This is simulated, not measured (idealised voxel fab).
A process module follows: voxel transistor to metal.
Cross-sectional view cut (width: 300 nm; square cell size: 5 nm).
If you're reading a cross-section in this doc, picture square cells in a grid; it comes to you as bands, top ones listed first down to the bottom, and a band can be one or more rows of cells. Band: top and bottom heights (nm) first, top before bottom; then materials from left to right, widths in nm. "edge to edge" marks a sole material filling the band edge to edge. "air" denotes empty space. Where do heights start? At 0: under that level the wafer as delivered is made of one material only. And the lowest band has no floor; it just carries on downward, as in "z 0 and below". When a width is written as two numbers, as in "30 to 40", the first number is the width in the top row of cells of the band and the second is the width in its bottom row, and the width changes by the same amount from each row to the next. Where a step carries "nothing got changed", the cross-section came out of it unchanged, cell for cell. If an empty space has no open way to the top and is at least 8 cells in size, "Entrapped void list" lists it, written width x height at distance, where distance is measured from the left edge and every value is in nm. after a step's settings: what the simulator itself notes on the step. If you see "overlay nm" on a step's line and that step has a mask, it's telling you how far right of where it was planned the mask ended up; a negative number means it went left instead.

Steps planned for the process
1,RECEIVE [material Si]
2,CONFORMAL_DEP [material SiO2] [thk nm 5]
3,CONFORMAL_DEP [material SiN] [thk nm 10]
4,DIRECTIONAL_DEP [material aC] [thk nm 15]
5,PATTERN [tone cover] [mask id ACTIVE] [material resist] [width nm 105] [pitch nm 135] [thk nm 30] [overlay nm -15]
6,DIRECTIONAL_ETCH [etch materials aC] [depth nm 15]
7,STRIP [etch materials resist]
8,DIRECTIONAL_ETCH [etch materials SiN] [depth nm 10]
9,DIRECTIONAL_ETCH [etch materials SiO2] [depth nm 5]
10,DIRECTIONAL_ETCH [etch materials Si] [depth nm 35]
11,STRIP [etch materials aC]
12,FILL_DEP [material SiO2] [thk nm 15]
13,CMP [height nm 15]
14,SELECTIVE_ETCH [etch materials SiO2] [depth nm 5]
15,STRIP [etch materials SiN]
16,SELECTIVE_ETCH [etch materials SiO2] [depth nm 5]
17,OXIDIZE [depth nm 5]
18,DIRECTIONAL_DEP [material polySi] [thk nm 20]
19,DIRECTIONAL_DEP [material SiCN] [thk nm 15]
20,DIRECTIONAL_DEP [material aC] [thk nm 15]
21,PATTERN [tone cover] [mask id GATE] [material resist] [width nm 25] [pitch nm 135] [thk nm 30] [overlay nm 0]
22,DIRECTIONAL_ETCH [etch materials aC] [depth nm 15]
23,STRIP [etch materials resist]
24,DIRECTIONAL_ETCH [etch materials SiCN] [depth nm 25]
25,DIRECTIONAL_ETCH [etch materials polySi] [depth nm 30]
26,STRIP [etch materials aC]
27,CONFORMAL_DEP [material SiO2] [thk nm 5]
28,DIRECTIONAL_ETCH [etch materials SiO2] [depth nm 5]
29,CONFORMAL_DEP [material SiN] [thk nm 5]
30,DIRECTIONAL_ETCH [etch materials SiN] [depth nm 5]
31,DIRECTIONAL_ETCH [etch materials SiO2] [depth nm 5]
32,DIRECTIONAL_ETCH [etch materials Si] [depth nm 15]
33,EPI [material nSi] [thk nm 15]
34,FILL_DEP [material SiO2] [thk nm 10]
35,CMP [height nm 35]
36,DIRECTIONAL_DEP [material SiO2] [thk nm 15]
37,PATTERN [tone open] [mask id CONTACT] [material resist] [width nm 20] [thk nm 15] [overlay nm 0]
38,DIRECTIONAL_ETCH [etch materials SiO2] [depth nm 40]
39,STRIP [etch materials resist]
40,CONFORMAL_DEP [material TiN] [thk nm 5]
41,FILL_DEP [material W] [thk nm 5]
42,CMP [height nm 50]
43,CONFORMAL_DEP [material SiCN] [thk nm 5]
44,DIRECTIONAL_DEP [material SiO2] [thk nm 25]
45,PATTERN [tone open] [mask id METAL_1] [material resist] [width nm 20] [thk nm 15] [overlay nm 0]
46,DIRECTIONAL_ETCH [etch materials SiO2] [depth nm 25]
47,DIRECTIONAL_ETCH [etch materials SiCN] [depth nm 5]
48,STRIP [etch materials resist]
49,CONFORMAL_DEP [material TiN] [thk nm 5]
50,FILL_DEP [material W] [thk nm 10]
51,CMP [height nm 80]
52,CONFORMAL_DEP [material SiCN] [thk nm 5]
varied across the wafers: overlay nm of step 5. The plan shows the first wafer's value. All wafers start alike

Cross-section of the first of several received wafers, showing its state after step 1
  z 0 and below | Si edge to edge
  Entrapped void list: none

At the end of the module, after its last step, step 52, the first of several wafers appears in cross-section as follows
  z 85 to 80 | SiCN edge to edge
  z 80 to 55 | 35 of SiO2 / 5 of TiN / 10 of W / 5 of TiN / 55 of SiO2 / 5 of TiN / 10 of W / 5 of TiN / 40 of SiO2 / 5 of TiN / 10 of W / 5 of TiN / 55 of SiO2 / 5 of TiN / 10 of W / 5 of TiN / 35 of SiO2
  z 55 to 50 | 35 of SiCN / 20 of TiN / 55 of SiCN / 20 of TiN / 40 of SiCN / 20 of TiN / 55 of SiCN / 20 of TiN / 35 of SiCN
  z 50 to 35 | 35 of SiO2 / 5 of TiN / 10 of W / 5 of TiN / 55 of SiO2 / 5 of TiN / 10 of W / 5 of TiN / 40 of SiO2 / 5 of TiN / 10 of W / 5 of TiN / 55 of SiO2 / 5 of TiN / 10 of W / 5 of TiN / 35 of SiO2
  z 35 to 20 | 35 of SiO2 / 5 of TiN / 10 of W / 5 of TiN / 5 of SiO2 / 5 of SiN / 5 of SiO2 / 25 of SiCN / 5 of SiO2 / 5 of SiN / 5 of SiO2 / 5 of TiN / 10 of W / 5 of TiN / 40 of SiO2 / 5 of TiN / 10 of W / 5 of TiN / 5 of SiO2 / 5 of SiN / 5 of SiO2 / 25 of SiCN / 5 of SiO2 / 5 of SiN / 5 of SiO2 / 5 of TiN / 10 of W / 5 of TiN / 35 of SiO2
  z 20 to 15 | 35 of SiO2 / 5 of TiN / 10 of W / 5 of TiN / 5 of SiO2 / 5 of SiN / 5 of SiO2 / 25 of polySi / 5 of SiO2 / 5 of SiN / 5 of SiO2 / 5 of TiN / 10 of W / 5 of TiN / 40 of SiO2 / 5 of TiN / 10 of W / 5 of TiN / 5 of SiO2 / 5 of SiN / 5 of SiO2 / 25 of polySi / 5 of SiO2 / 5 of SiN / 5 of SiO2 / 5 of TiN / 10 of W / 5 of TiN / 35 of SiO2
  z 15 to 10 | 35 of SiO2 / 20 of TiN / 5 of SiO2 / 5 of SiN / 5 of SiO2 / 25 of polySi / 5 of SiO2 / 5 of SiN / 5 of SiO2 / 20 of TiN / 40 of SiO2 / 20 of TiN / 5 of SiO2 / 5 of SiN / 5 of SiO2 / 25 of polySi / 5 of SiO2 / 5 of SiN / 5 of SiO2 / 20 of TiN / 35 of SiO2
  z 10 to 5 | 15 of SiO2 / 20 of nSi / 10 of SiO2 / 15 of nSi / 5 of SiN / 5 of SiO2 / 25 of polySi / 5 of SiO2 / 5 of SiN / 15 of nSi / 30 of SiO2 / 20 of nSi / 10 of SiO2 / 15 of nSi / 5 of SiN / 5 of SiO2 / 25 of polySi / 5 of SiO2 / 5 of SiN / 15 of nSi / 45 of SiO2
  z 5 to 0 | 15 of SiO2 / 5 of SiN / 15 of nSi / 10 of SiO2 / 15 of nSi / 5 of SiN / 5 of SiO2 / 25 of polySi / 5 of SiO2 / 5 of SiN / 10 of nSi / 5 of SiN / 30 of SiO2 / 5 of SiN / 15 of nSi / 10 of SiO2 / 15 of nSi / 5 of SiN / 5 of SiO2 / 25 of polySi / 5 of SiO2 / 5 of SiN / 10 of nSi / 5 of SiN / 45 of SiO2
  z 0 to -5 | 20 of SiO2 / 15 of nSi / 10 of SiO2 / 15 of nSi / 45 of SiO2 / 10 of nSi / 40 of SiO2 / 15 of nSi / 10 of SiO2 / 15 of nSi / 45 of SiO2 / 10 of nSi / 50 of SiO2
  z -5 to -20 | 15 of SiO2 / 5 of Si / 40 of nSi / 45 of Si / 10 of nSi / 5 of Si / 30 of SiO2 / 5 of Si / 40 of nSi / 45 of Si / 10 of nSi / 5 of Si / 45 of SiO2
  z -20 to -35 | 15 of SiO2 / 105 of Si / 30 of SiO2 / 105 of Si / 45 of SiO2
  z -35 and below | Si edge to edge
  Entrapped void list: none

Cross-section of the final wafer among several, taken at the end of the module
  z 85 to 80 | SiCN edge to edge
  z 80 to 55 | 35 of SiO2 / 5 of TiN / 10 of W / 5 of TiN / 55 of SiO2 / 5 of TiN / 10 of W / 5 of TiN / 40 of SiO2 / 5 of TiN / 10 of W / 5 of TiN / 55 of SiO2 / 5 of TiN / 10 of W / 5 of TiN / 35 of SiO2
  z 55 to 50 | 35 of SiCN / 20 of TiN / 55 of SiCN / 20 of TiN / 40 of SiCN / 20 of TiN / 55 of SiCN / 20 of TiN / 35 of SiCN
  z 50 to 35 | 35 of SiO2 / 5 of TiN / 10 of W / 5 of TiN / 55 of SiO2 / 5 of TiN / 10 of W / 5 of TiN / 40 of SiO2 / 5 of TiN / 10 of W / 5 of TiN / 55 of SiO2 / 5 of TiN / 10 of W / 5 of TiN / 35 of SiO2
  z 35 to 20 | 35 of SiO2 / 5 of TiN / 10 of W / 5 of TiN / 5 of SiO2 / 5 of SiN / 5 of SiO2 / 25 of SiCN / 5 of SiO2 / 5 of SiN / 5 of SiO2 / 5 of TiN / 10 of W / 5 of TiN / 40 of SiO2 / 5 of TiN / 10 of W / 5 of TiN / 5 of SiO2 / 5 of SiN / 5 of SiO2 / 25 of SiCN / 5 of SiO2 / 5 of SiN / 5 of SiO2 / 5 of TiN / 10 of W / 5 of TiN / 35 of SiO2
  z 20 to 15 | 35 of SiO2 / 5 of TiN / 10 of W / 5 of TiN / 5 of SiO2 / 5 of SiN / 5 of SiO2 / 25 of polySi / 5 of SiO2 / 5 of SiN / 5 of SiO2 / 5 of TiN / 10 of W / 5 of TiN / 40 of SiO2 / 5 of TiN / 10 of W / 5 of TiN / 5 of SiO2 / 5 of SiN / 5 of SiO2 / 25 of polySi / 5 of SiO2 / 5 of SiN / 5 of SiO2 / 5 of TiN / 10 of W / 5 of TiN / 35 of SiO2
  z 15 to 10 | 35 of SiO2 / 20 of TiN / 5 of SiO2 / 5 of SiN / 5 of SiO2 / 25 of polySi / 5 of SiO2 / 5 of SiN / 5 of SiO2 / 20 of TiN / 40 of SiO2 / 20 of TiN / 5 of SiO2 / 5 of SiN / 5 of SiO2 / 25 of polySi / 5 of SiO2 / 5 of SiN / 5 of SiO2 / 20 of TiN / 35 of SiO2
  z 10 to 5 | 45 of SiO2 / 15 of nSi / 5 of SiN / 5 of SiO2 / 25 of polySi / 5 of SiO2 / 5 of SiN / 15 of nSi / 10 of SiO2 / 20 of nSi / 30 of SiO2 / 15 of nSi / 5 of SiN / 5 of SiO2 / 25 of polySi / 5 of SiO2 / 5 of SiN / 15 of nSi / 10 of SiO2 / 20 of nSi / 15 of SiO2
  z 5 to 0 | 45 of SiO2 / 5 of SiN / 10 of nSi / 5 of SiN / 5 of SiO2 / 25 of polySi / 5 of SiO2 / 5 of SiN / 15 of nSi / 10 of SiO2 / 15 of nSi / 5 of SiN / 30 of SiO2 / 5 of SiN / 10 of nSi / 5 of SiN / 5 of SiO2 / 25 of polySi / 5 of SiO2 / 5 of SiN / 15 of nSi / 10 of SiO2 / 15 of nSi / 5 of SiN / 15 of SiO2
  z 0 to -5 | 50 of SiO2 / 10 of nSi / 45 of SiO2 / 15 of nSi / 10 of SiO2 / 15 of nSi / 40 of SiO2 / 10 of nSi / 45 of SiO2 / 15 of nSi / 10 of SiO2 / 15 of nSi / 20 of SiO2
  z -5 to -20 | 45 of SiO2 / 5 of Si / 10 of nSi / 45 of Si / 40 of nSi / 5 of Si / 30 of SiO2 / 5 of Si / 10 of nSi / 45 of Si / 40 of nSi / 5 of Si / 15 of SiO2
  z -20 to -35 | 45 of SiO2 / 105 of Si / 30 of SiO2 / 105 of Si / 15 of SiO2
  z -35 and below | Si edge to edge
  Entrapped void list: none

Row per wafer, end-of-module: cell gain (+)/loss (-) by material since the wafer came in, then closed voids
overlay nm -15, -228 Si, +134 SiCN, +32 SiN, +706 SiO2, +128 TiN, +96 W, +112 nSi, +40 polySi, Entrapped void list: none
overlay nm -10, -228 Si, +134 SiCN, +32 SiN, +700 SiO2, +128 TiN, +96 W, +118 nSi, +40 polySi, Entrapped void list: none
overlay nm -5, -228 Si, +134 SiCN, +32 SiN, +694 SiO2, +128 TiN, +96 W, +124 nSi, +40 polySi, Entrapped void list: none
overlay nm 0, -228 Si, +134 SiCN, +32 SiN, +694 SiO2, +128 TiN, +96 W, +124 nSi, +40 polySi, Entrapped void list: none
overlay nm 5, -228 Si, +134 SiCN, +32 SiN, +694 SiO2, +128 TiN, +96 W, +124 nSi, +40 polySi, Entrapped void list: none
overlay nm 10, -228 Si, +134 SiCN, +32 SiN, +700 SiO2, +128 TiN, +96 W, +118 nSi, +40 polySi, Entrapped void list: none
overlay nm 15, -228 Si, +134 SiCN, +32 SiN, +706 SiO2, +128 TiN, +96 W, +112 nSi, +40 polySi, Entrapped void list: none
